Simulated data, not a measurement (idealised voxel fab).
voxel gate over fins: a process module
Cross-section cut: width 300 nm, square cells of 5 nm.
Cross-section format: a grid of square cells, given as bands from top to bottom; each band is one or more rows of cells. For a band, the entry starts with two heights in nm, that of the top and then that of the bottom, and carries on with the band's materials in order from left to right, each alongside its width in nm; the word "edge to edge" beside a single material means it fills the band edge to edge, and "empty" means empty space. Height 0 is the level under which the wafer as received is all one material. The lowest band goes on downwards, as in "top 0, no bottom". Read "30 to 40" as a graded width: first number on top, second number at the bottom, same change between each pair of neighbouring rows. "no modification" means the step left every cell of the cross-section as it was. For the entry "Internal closed voids", the listed items are empty spaces with no open way to the top whose size is 8 cells or more; each item follows the pattern width x height at distance, where distance is from the left edge and all three are in nm. Text after the settings on a step's line: the simulator's own remark on that step. You can add "overlay nm" to a step's line. For a step with a mask, it describes how far the mask lay to the right of its planned position, and a negative number describes a lay to the left.

LISTED BELOW ARE THE PROCESS STEPS AS PLANNED
- 1: RECEIVE | material Si
- 2: CONFORMAL_DEP | material SiN | thk nm 5
- 3: DIRECTIONAL_DEP | material aC | thk nm 10
- 4: PATTERN | tone cover | mask id FINS | material resist | width nm 15 | pitch nm 40 | thk nm 30 | overlay nm 0
- 5: DIRECTIONAL_ETCH | etch materials aC | depth nm 10
- 6: STRIP | etch materials resist
- 7: DIRECTIONAL_ETCH | etch materials SiN | depth nm 5
- 8: DIRECTIONAL_ETCH | etch materials Si | depth nm 30
- 9: STRIP | etch materials aC
- 10: OXIDIZE | depth nm 5
- 11: FILL_DEP | material SiO2 | thk nm 10
- 12: CMP | height nm 5
- 13: SELECTIVE_ETCH | etch materials SiO2 | depth nm 20
- 14: STRIP | etch materials SiN
- 15: CONFORMAL_DEP | material HfO2 | thk nm 5
- 16: CONFORMAL_DEP | material TiN | thk nm 5
- 17: CONFORMAL_DEP | material TiAl | thk nm 5
- 18: CONFORMAL_DEP | material TiN | thk nm 5
- 19: FILL_DEP | material W | thk nm 15
- 20: CMP | height nm 30
- 21: CONFORMAL_DEP | material SiCN | thk nm 5

CROSS-SECTION: WAFER ON ARRIVAL = AFTER STEP 1
  top 0, no bottom  Si edge to edge
  Internal closed voids: none

END-OF-MODULE CROSS-SECTION. STARTING STRUCTURE AND PROCESS PLAN AS ABOVE; ONE MISTAKE MADE IN RUNNING IT
  top 35, bottom 30  SiCN edge to edge
  top 30, bottom 20  W edge to edge
  top 20, bottom 15  W 80 nm | TiN 135 nm | W 85 nm
  top 15, bottom 10  W 80 nm | TiN 5 nm | TiAl 125 nm | TiN 5 nm | W 85 nm
  top 10, bottom 5  W 80 nm | TiN 5 nm | TiAl 5 nm | TiN 35 nm | TiAl 5 nm | TiN 35 nm | TiAl 5 nm | TiN 35 nm | TiAl 5 nm | TiN 5 nm | W 85 nm
  top 5, bottom 0  TiN 85 nm | TiAl 5 nm | TiN 5 nm | HfO2 25 nm | TiN 5 nm | TiAl 5 nm | TiN 5 nm | HfO2 25 nm | TiN 5 nm | TiAl 5 nm | TiN 5 nm | HfO2 25 nm | TiN 5 nm | TiAl 5 nm | TiN 90 nm
  top 0, bottom -5  TiAl 90 nm | TiN 5 nm | HfO2 5 nm | Si 15 nm | HfO2 5 nm | TiN 5 nm | TiAl 5 nm | TiN 5 nm | HfO2 5 nm | Si 15 nm | HfO2 5 nm | TiN 5 nm | TiAl 5 nm | TiN 5 nm | HfO2 5 nm | Si 15 nm | HfO2 5 nm | TiN 5 nm | TiAl 95 nm
  top -5, bottom -10  TiN 95 nm | HfO2 5 nm | Si 15 nm | HfO2 5 nm | TiN 15 nm | HfO2 5 nm | Si 15 nm | HfO2 5 nm | TiN 15 nm | HfO2 5 nm | Si 15 nm | HfO2 5 nm | TiN 100 nm
  top -10, bottom -15  HfO2 100 nm | Si 15 nm | HfO2 25 nm | Si 15 nm | HfO2 25 nm | Si 15 nm | HfO2 105 nm
  top -15, bottom -35  SiO2 100 nm | Si 15 nm | SiO2 25 nm | Si 15 nm | SiO2 25 nm | Si 15 nm | SiO2 105 nm
  top -35, no bottom  Si edge to edge
  Internal closed voids: none
The mistake made against the process plan was this: step 4 was processed under conditions differing from the plan, specifically as PATTERN | tone cover | mask id FINS | material resist | width nm 25 | pitch nm 40 | thk nm 30 | overlay nm 0
